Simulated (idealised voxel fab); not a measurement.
Proc. module: voxel self aligned contacts
Displayed cross-section: cut, width of 280 nm, square cells sized 5 nm.
Square cells in a grid make up a cross-section in this document, and the grid is given as bands, listed from the top down, each one or more rows of cells.
Heights first: top, then bottom, in nm. Then materials, left to right, each with a width in nm. "all across" on a single material: fills the band edge to edge. "blank": empty space.
Height datum 0, below which the as-received substrate wafer is one material. Lowest band open at the bottom, running downward: "0 -> down".
Quick explanation for "30->40": the width changes in equal steps down the rows of cells, from the first number in the band's top row to the second number in its bottom row.
Given "no alterations made" for a step, no cell of the cross-section differs between before and after that step.
Look at "Enclosed internal cavities" for the closed voids: empty spaces with no open path to the top, sized 8 cells or up. Each is width x height at distance, distance from the left edge, all nm.
What comes after the settings on a step's line is commentary from the simulator itself on that step.
overlay nm, on a step with a mask: how far to the right of its planned place the mask lay; to the left if negative
### The following list gives the planned process steps
1: RECEIVE,material Si
2: CONFORMAL_DEP,material SiO2,thk nm 5
3: DIRECTIONAL_DEP,material polySi,thk nm 30
4: DIRECTIONAL_DEP,material SiN,thk nm 15
5: DIRECTIONAL_DEP,material aC,thk nm 10
6: PATTERN,tone cover,mask id GATE,material resist,width nm 30,pitch nm 60,thk nm 25,overlay nm 0
7: DIRECTIONAL_ETCH,etch materials aC,depth nm 10
8: STRIP,etch materials resist
9: DIRECTIONAL_ETCH,etch materials SiN,depth nm 15
10: DIRECTIONAL_ETCH,etch materials polySi,depth nm 30
11: STRIP,etch materials aC
12: CONFORMAL_DEP,material SiN,thk nm 5
13: DIRECTIONAL_ETCH,etch materials SiN,depth nm 5
14: FILL_DEP,material SiO2,thk nm 15
15: CMP,height nm 60
16: MASKED_ETCH,tone open,mask id CONTACT,width nm 40,etch materials SiO2,depth nm 60,overlay nm 0
17: CONFORMAL_DEP,material TiN,thk nm 5
18: FILL_DEP,material W,thk nm 10
19: CMP,height nm 60
20: CONFORMAL_DEP,material SiCN,thk nm 5
### Concerning the first of two wafers, which was run in accordance with the plan
### Cross-sectional view of the wafer in its as-received condition, corresponding to the state after step 1
0 -> down  Si all across
Enclosed internal cavities: none
### State of the wafer after step 2, shown in cross-section
5 -> 0  SiO2 all across
Below 0, no change.
### State of the wafer after step 3, shown in cross-section
35 -> 5  polySi all across
Below 5, no change.
### State of the wafer after step 4, shown in cross-section
50 -> 35  SiN all across
Below 35, no change.
### State of the wafer after step 5, shown in cross-section
60 -> 50  aC all across
Below 50, no change.
### State of the wafer after step 6, shown in cross-section
85 -> 60  95 nm blank  30 nm resist  30 nm blank  30 nm resist  95 nm blank
Below 60, no change.
### State of the wafer after step 7, shown in cross-section
75 -> 60  95 nm blank  30 nm resist  30 nm blank  30 nm resist  95 nm blank
60 -> 50  95 nm blank  30 nm aC  30 nm blank  30 nm aC  95 nm blank
Below 50, no change.
### State of the wafer after step 8, shown in cross-section
60 -> 50  95 nm blank  30 nm aC  30 nm blank  30 nm aC  95 nm blank
Below 50, no change.
### State of the wafer after step 9, shown in cross-section
60 -> 50  95 nm blank  30 nm aC  30 nm blank  30 nm aC  95 nm blank
50 -> 35  95 nm blank  30 nm SiN  30 nm blank  30 nm SiN  95 nm blank
Below 35, no change.
### State of the wafer after step 10, shown in cross-section
60 -> 50  95 nm blank  30 nm aC  30 nm blank  30 nm aC  95 nm blank
50 -> 35  95 nm blank  30 nm SiN  30 nm blank  30 nm SiN  95 nm blank
35 -> 5  95 nm blank  30 nm polySi  30 nm blank  30 nm polySi  95 nm blank
Below 5, no change.
### State of the wafer after step 11, shown in cross-section
50 -> 35  95 nm blank  30 nm SiN  30 nm blank  30 nm SiN  95 nm blank
Below 35, no change.
### State of the wafer after step 12, shown in cross-section
55 -> 35  90 nm blank  40 nm SiN  20 nm blank  40 nm SiN  90 nm blank
35 -> 10  90 nm blank  5 nm SiN  30 nm polySi  5 nm SiN  20 nm blank  5 nm SiN  30 nm polySi  5 nm SiN  90 nm blank
10 -> 5  95 nm SiN  30 nm polySi  30 nm SiN  30 nm polySi  95 nm SiN
Below 5, no change.
### State of the wafer after step 13, shown in cross-section
50 -> 35  90 nm blank  40 nm SiN  20 nm blank  40 nm SiN  90 nm blank
35 -> 5  90 nm blank  5 nm SiN  30 nm polySi  5 nm SiN  20 nm blank  5 nm SiN  30 nm polySi  5 nm SiN  90 nm blank
Below 5, no change.
### State of the wafer after step 14, shown in cross-section
65 -> 50  SiO2 all across
50 -> 35  90 nm SiO2  40 nm SiN  20 nm SiO2  40 nm SiN  90 nm SiO2
35 -> 5  90 nm SiO2  5 nm SiN  30 nm polySi  5 nm SiN  20 nm SiO2  5 nm SiN  30 nm polySi  5 nm SiN  90 nm SiO2
Below 5, no change.
### State of the wafer after step 15, shown in cross-section
60 -> 50  SiO2 all across
Below 50, no change.
### State of the wafer after step 16, shown in cross-section
60 -> 50  120 nm SiO2  40 nm blank  120 nm SiO2
50 -> 35  90 nm SiO2  40 nm SiN  20 nm blank  40 nm SiN  90 nm SiO2
35 -> 5  90 nm SiO2  5 nm SiN  30 nm polySi  5 nm SiN  20 nm blank  5 nm SiN  30 nm polySi  5 nm SiN  90 nm SiO2
5 -> 0  130 nm SiO2  20 nm blank  130 nm SiO2
Below 0, no change.
### State of the wafer after step 17, shown in cross-section
65 -> 60  125 nm TiN  30 nm blank  125 nm TiN
60 -> 50  120 nm SiO2  5->15 nm TiN  30->10 nm blank  5->15 nm TiN  120 nm SiO2
50 -> 35  90 nm SiO2  40 nm SiN  5 nm TiN  10 nm blank  5 nm TiN  40 nm SiN  90 nm SiO2
35 -> 5  90 nm SiO2  5 nm SiN  30 nm polySi  5 nm SiN  5 nm TiN  10 nm blank  5 nm TiN  5 nm SiN  30 nm polySi  5 nm SiN  90 nm SiO2
5 -> 0  130 nm SiO2  20 nm TiN  130 nm SiO2
Below 0, no change.
### State of the wafer after step 18, shown in cross-section
75 -> 65  W all across
65 -> 60  125 nm TiN  30 nm W  125 nm TiN
60 -> 50  120 nm SiO2  5->15 nm TiN  30->10 nm W  5->15 nm TiN  120 nm SiO2
50 -> 35  90 nm SiO2  40 nm SiN  5 nm TiN  10 nm W  5 nm TiN  40 nm SiN  90 nm SiO2
35 -> 5  90 nm SiO2  5 nm SiN  30 nm polySi  5 nm SiN  5 nm TiN  10 nm W  5 nm TiN  5 nm SiN  30 nm polySi  5 nm SiN  90 nm SiO2
Below 5, no change.
### State of the wafer after step 19, shown in cross-section
60 -> 50  120 nm SiO2  5->15 nm TiN  30->10 nm W  5->15 nm TiN  120 nm SiO2
Below 50, no change.
### State of the wafer after step 20, shown in cross-section
65 -> 60  SiCN all across
Below 60, no change.
### Second Wafer (Identical Start and Plan, One Processing Error; Matches First Wafer Through Step 2)
### Second wafer, section view, time point: scheduled end of step 3
20 -> 5  SiN all across
Below 5, no change.
### Second wafer, section view, time point: scheduled end of step 4
50 -> 20  polySi all across
Below 20, no change.
### Second wafer, section view, time point: scheduled end of step 5
60 -> 50  aC all across
Below 50, no change.
### Second wafer, section view, time point: scheduled end of step 6
85 -> 60  95 nm blank  30 nm resist  30 nm blank  30 nm resist  95 nm blank
Below 60, no change.
### Second wafer, section view, time point: scheduled end of step 7
75 -> 60  95 nm blank  30 nm resist  30 nm blank  30 nm resist  95 nm blank
60 -> 50  95 nm blank  30 nm aC  30 nm blank  30 nm aC  95 nm blank
Below 50, no change.
### Second wafer, section view, time point: scheduled end of step 8
60 -> 50  95 nm blank  30 nm aC  30 nm blank  30 nm aC  95 nm blank
Below 50, no change.
Second wafer, section view, time point: scheduled end of step 9: no alterations made
### Second wafer, section view, time point: scheduled end of step 10
60 -> 50  95 nm blank  30 nm aC  30 nm blank  30 nm aC  95 nm blank
50 -> 20  95 nm blank  30 nm polySi  30 nm blank  30 nm polySi  95 nm blank
Below 20, no change.
### Second wafer, section view, time point: scheduled end of step 11
50 -> 20  95 nm blank  30 nm polySi  30 nm blank  30 nm polySi  95 nm blank
Below 20, no change.
### Second wafer, section view, time point: scheduled end of step 12
55 -> 50  90 nm blank  40 nm SiN  20 nm blank  40 nm SiN  90 nm blank
50 -> 25  90 nm blank  5 nm SiN  30 nm polySi  5 nm SiN  20 nm blank  5 nm SiN  30 nm polySi  5 nm SiN  90 nm blank
25 -> 20  95 nm SiN  30 nm polySi  30 nm SiN  30 nm polySi  95 nm SiN
Below 20, no change.
### Second wafer, section view, time point: scheduled end of step 13
50 -> 20  90 nm blank  5 nm SiN  30 nm polySi  5 nm SiN  20 nm blank  5 nm SiN  30 nm polySi  5 nm SiN  90 nm blank
Below 20, no change.
### Second wafer, section view, time point: scheduled end of step 14
65 -> 50  SiO2 all across
50 -> 20  90 nm SiO2  5 nm SiN  30 nm polySi  5 nm SiN  20 nm SiO2  5 nm SiN  30 nm polySi  5 nm SiN  90 nm SiO2
Below 20, no change.
### Second wafer, section view, time point: scheduled end of step 15
60 -> 50  SiO2 all across
Below 50, no change.
### Second wafer, section view, time point: scheduled end of step 16
60 -> 50  120 nm SiO2  40 nm blank  120 nm SiO2
50 -> 20  90 nm SiO2  5 nm SiN  30 nm polySi  5 nm SiN  20 nm blank  5 nm SiN  30 nm polySi  5 nm SiN  90 nm SiO2
Below 20, no change.
### Second wafer, section view, time point: scheduled end of step 17
65 -> 60  125 nm TiN  30 nm blank  125 nm TiN
60 -> 50  120 nm SiO2  5->15 nm TiN  30->10 nm blank  5->15 nm TiN  120 nm SiO2
50 -> 25  90 nm SiO2  5 nm SiN  30 nm polySi  5 nm SiN  5 nm TiN  10 nm blank  5 nm TiN  5 nm SiN  30 nm polySi  5 nm SiN  90 nm SiO2
25 -> 20  90 nm SiO2  5 nm SiN  30 nm polySi  5 nm SiN  20 nm TiN  5 nm SiN  30 nm polySi  5 nm SiN  90 nm SiO2
Below 20, no change.
### Second wafer, section view, time point: scheduled end of step 18
75 -> 65  W all across
65 -> 60  125 nm TiN  30 nm W  125 nm TiN
60 -> 50  120 nm SiO2  5->15 nm TiN  30->10 nm W  5->15 nm TiN  120 nm SiO2
50 -> 25  90 nm SiO2  5 nm SiN  30 nm polySi  5 nm SiN  5 nm TiN  10 nm W  5 nm TiN  5 nm SiN  30 nm polySi  5 nm SiN  90 nm SiO2
Below 25, no change.
### Second wafer, section view, time point: scheduled end of step 19
60 -> 50  120 nm SiO2  5->15 nm TiN  30->10 nm W  5->15 nm TiN  120 nm SiO2
Below 50, no change.
### Second wafer, section view, time point: scheduled end of step 20
65 -> 60  SiCN all across
Below 60, no change.
What was done differently from what was planned? mixed up steps 3 and 4 - ran each in the other's place
Materials where the second wafer ends with more or fewer cells than the first: SiN +120 | SiO2 -104 | TiN -8 | W -8
